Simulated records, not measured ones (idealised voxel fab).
process module | voxel wiring stack
cross-section cut | 220 nm wide | cells 5 nm
A cross-section is a grid of square cells, given in bands from the top down. A band is one or more rows of cells.
Each band's line starts with the height of the band's top and of its bottom, in nm. Then come its materials from left to right, each with its width in nm. One material with "throughout" fills the band from edge to edge. "air" is empty space.
Height 0 is the level under which the wafer as received is all one material. The lowest band goes on downwards, as in "0 down".
A width such as "30 to 40" changes by the same amount from each row of cells to the next, from the band's top row to its bottom row.
"no change" after a step means that no cell of the cross-section changed.
closed voids: empty space of 8 cells or more with no open way to the top, each as width x height at its distance from the left edge, in nm
after a step's settings: what the simulator itself notes on the step
overlay nm, on a step with a mask: how far to the right of its planned place the mask lay; to the left if negative
plan
1 op RECEIVE | material Si
2 op CONFORMAL_DEP | material SiO2 | thk nm 15
3 op DIRECTIONAL_DEP | material TiN | thk nm 5
4 op DIRECTIONAL_DEP | material W | thk nm 15
5 op DIRECTIONAL_DEP | material aC | thk nm 10
6 op PATTERN | tone cover | mask id METAL_1 | material resist | width nm 25 | pitch nm 40 | thk nm 30 | overlay nm 0
7 op DIRECTIONAL_ETCH | etch materials aC | depth nm 10
8 op STRIP | etch materials resist
9 op DIRECTIONAL_ETCH | etch materials W | depth nm 15
10 op DIRECTIONAL_ETCH | etch materials TiN | depth nm 5
11 op STRIP | etch materials aC
12 op CONFORMAL_DEP | material SiCN | thk nm 5
13 op FILL_DEP | material SiO2 | thk nm 5
14 op CMP | height nm 35
15 op CONFORMAL_DEP | material SiCN | thk nm 5
16 op DIRECTIONAL_DEP | material SiO2 | thk nm 30
17 op DIRECTIONAL_DEP | material aC | thk nm 10
18 op PATTERN | tone open | mask id METAL_2 | material resist | width nm 25 | pitch nm 40 | thk nm 30 | overlay nm 0
19 op DIRECTIONAL_ETCH | etch materials aC | depth nm 10
20 op STRIP | etch materials resist
21 op DIRECTIONAL_ETCH | etch materials SiO2 | depth nm 15
22 op STRIP | etch materials aC
23 op MASKED_ETCH | tone open | mask id METAL_2_HOLES | width nm 15 | pitch nm 40 | etch materials SiO2 | depth nm 15 | overlay nm 0
24 op MASKED_ETCH | tone open | mask id METAL_2_HOLES | width nm 15 | pitch nm 40 | etch materials SiCN | depth nm 5 | overlay nm 0
25 op CONFORMAL_DEP | material TiN | thk nm 5
26 op FILL_DEP | material Cu | thk nm 10
27 op CMP | height nm 70
28 op CONFORMAL_DEP | material SiN | thk nm 5
first wafer, as planned
as received, after step 1
  0 down: Si throughout
  closed voids: none
after step 2
  15 to 0: SiO2 throughout
  below 0: unchanged
after step 3
  20 to 15: TiN throughout
  below 15: unchanged
after step 4
  35 to 20: W throughout
  below 20: unchanged
after step 5
  45 to 35: aC throughout
  below 35: unchanged
after step 6
  75 to 45: air 75 | resist 25 | air 15 | resist 25 | air 80
  below 45: unchanged
after step 7
  65 to 45: air 75 | resist 25 | air 15 | resist 25 | air 80
  45 to 35: air 75 | aC 25 | air 15 | aC 25 | air 80
  below 35: unchanged
after step 8
  45 to 35: air 75 | aC 25 | air 15 | aC 25 | air 80
  below 35: unchanged
after step 9
  45 to 35: air 75 | aC 25 | air 15 | aC 25 | air 80
  35 to 20: air 75 | W 25 | air 15 | W 25 | air 80
  below 20: unchanged
after step 10
  45 to 35: air 75 | aC 25 | air 15 | aC 25 | air 80
  35 to 20: air 75 | W 25 | air 15 | W 25 | air 80
  20 to 15: air 75 | TiN 25 | air 15 | TiN 25 | air 80
  below 15: unchanged
after step 11
  35 to 20: air 75 | W 25 | air 15 | W 25 | air 80
  below 20: unchanged
after step 12
  40 to 35: air 70 | SiCN 35 | air 5 | SiCN 35 | air 75
  35 to 20: air 70 | SiCN 5 | W 25 | SiCN 5 | air 5 | SiCN 5 | W 25 | SiCN 5 | air 75
  20 to 15: SiCN 75 | TiN 25 | SiCN 15 | TiN 25 | SiCN 80
  below 15: unchanged
after step 13
  45 to 40: SiO2 throughout
  40 to 35: SiO2 70 | SiCN 35 | SiO2 5 | SiCN 35 | SiO2 75
  35 to 20: SiO2 70 | SiCN 5 | W 25 | SiCN 5 | SiO2 5 | SiCN 5 | W 25 | SiCN 5 | SiO2 75
  below 20: unchanged
after step 14
  35 to 20: SiO2 70 | SiCN 5 | W 25 | SiCN 5 | SiO2 5 | SiCN 5 | W 25 | SiCN 5 | SiO2 75
  below 20: unchanged
after step 15
  40 to 35: SiCN throughout
  below 35: unchanged
after step 16
  70 to 40: SiO2 throughout
  below 40: unchanged
after step 17
  80 to 70: aC throughout
  below 70: unchanged
after step 18
  110 to 80: resist 75 | air 25 | resist 15 | air 25 | resist 80
  below 80: unchanged
after step 19
  100 to 80: resist 75 | air 25 | resist 15 | air 25 | resist 80
  80 to 70: aC 75 | air 25 | aC 15 | air 25 | aC 80
  below 70: unchanged
after step 20
  80 to 70: aC 75 | air 25 | aC 15 | air 25 | aC 80
  below 70: unchanged
after step 21
  80 to 70: aC 75 | air 25 | aC 15 | air 25 | aC 80
  70 to 55: SiO2 75 | air 25 | SiO2 15 | air 25 | SiO2 80
  below 55: unchanged
after step 22
  70 to 55: SiO2 75 | air 25 | SiO2 15 | air 25 | SiO2 80
  below 55: unchanged
after step 23
  70 to 55: SiO2 75 | air 25 | SiO2 15 | air 25 | SiO2 80
  55 to 40: SiO2 75 | air 15 | SiO2 25 | air 15 | SiO2 90
  below 40: unchanged
after step 24
  70 to 55: SiO2 75 | air 25 | SiO2 15 | air 25 | SiO2 80
  55 to 40: SiO2 75 | air 15 | SiO2 25 | air 15 | SiO2 90
  40 to 35: SiCN 75 | air 15 | SiCN 25 | air 15 | SiCN 90
  below 35: unchanged
after step 25
  75 to 70: TiN 80 | air 15 | TiN 25 | air 15 | TiN 85
  70 to 60: SiO2 75 | TiN 5 | air 15 | TiN 5 | SiO2 15 | TiN 5 | air 15 | TiN 5 | SiO2 80
  60 to 55: SiO2 75 | TiN 5 | air 5 | TiN 15 | SiO2 15 | TiN 5 | air 5 | TiN 15 | SiO2 80
  55 to 40: SiO2 75 | TiN 5 | air 5 | TiN 5 | SiO2 25 | TiN 5 | air 5 | TiN 5 | SiO2 90
  40 to 35: SiCN 75 | TiN 15 | SiCN 25 | TiN 15 | SiCN 90
  below 35: unchanged
after step 26
  85 to 75: Cu throughout
  75 to 70: TiN 80 | Cu 15 | TiN 25 | Cu 15 | TiN 85
  70 to 60: SiO2 75 | TiN 5 | Cu 15 | TiN 5 | SiO2 15 | TiN 5 | Cu 15 | TiN 5 | SiO2 80
  60 to 55: SiO2 75 | TiN 5 | Cu 5 | TiN 15 | SiO2 15 | TiN 5 | Cu 5 | TiN 15 | SiO2 80
  55 to 40: SiO2 75 | TiN 5 | Cu 5 | TiN 5 | SiO2 25 | TiN 5 | Cu 5 | TiN 5 | SiO2 90
  below 40: unchanged
after step 27
  70 to 60: SiO2 75 | TiN 5 | Cu 15 | TiN 5 | SiO2 15 | TiN 5 | Cu 15 | TiN 5 | SiO2 80
  below 60: unchanged
after step 28
  75 to 70: SiN throughout
  below 70: unchanged
second wafer: like start, like plan, one mistake. Through step 20 it matches the first wafer
when step 21 should have ended
  80 to 70: aC 75 | air 25 | aC 15 | air 25 | aC 80
  70 to 40: SiO2 75 | air 25 | SiO2 15 | air 25 | SiO2 80
  below 40: unchanged
when step 22 should have ended
  70 to 40: SiO2 75 | air 25 | SiO2 15 | air 25 | SiO2 80
  below 40: unchanged
when step 23 should have ended: no change
when step 24 should have ended
  70 to 40: SiO2 75 | air 25 | SiO2 15 | air 25 | SiO2 80
  40 to 35: SiCN 75 | air 15 | SiCN 25 | air 15 | SiCN 90
  below 35: unchanged
when step 25 should have ended
  75 to 70: TiN 80 | air 15 | TiN 25 | air 15 | TiN 85
  70 to 45: SiO2 75 | TiN 5 | air 15 | TiN 5 | SiO2 15 | TiN 5 | air 15 | TiN 5 | SiO2 80
  45 to 40: SiO2 75 | TiN 5 | air 5 | TiN 15 | SiO2 15 | TiN 5 | air 5 | TiN 15 | SiO2 80
  40 to 35: SiCN 75 | TiN 15 | SiCN 25 | TiN 15 | SiCN 90
  below 35: unchanged
when step 26 should have ended
  85 to 75: Cu throughout
  75 to 70: TiN 80 | Cu 15 | TiN 25 | Cu 15 | TiN 85
  70 to 45: SiO2 75 | TiN 5 | Cu 15 | TiN 5 | SiO2 15 | TiN 5 | Cu 15 | TiN 5 | SiO2 80
  45 to 40: SiO2 75 | TiN 5 | Cu 5 | TiN 15 | SiO2 15 | TiN 5 | Cu 5 | TiN 15 | SiO2 80
  below 40: unchanged
when step 27 should have ended
  70 to 45: SiO2 75 | TiN 5 | Cu 15 | TiN 5 | SiO2 15 | TiN 5 | Cu 15 | TiN 5 | SiO2 80
  below 45: unchanged
when step 28 should have ended
  75 to 70: SiN throughout
  below 70: unchanged
what went wrong: step 21 was run twice
at the end the second wafer has, in cells: 12 more of Cu | 12 fewer of SiO2
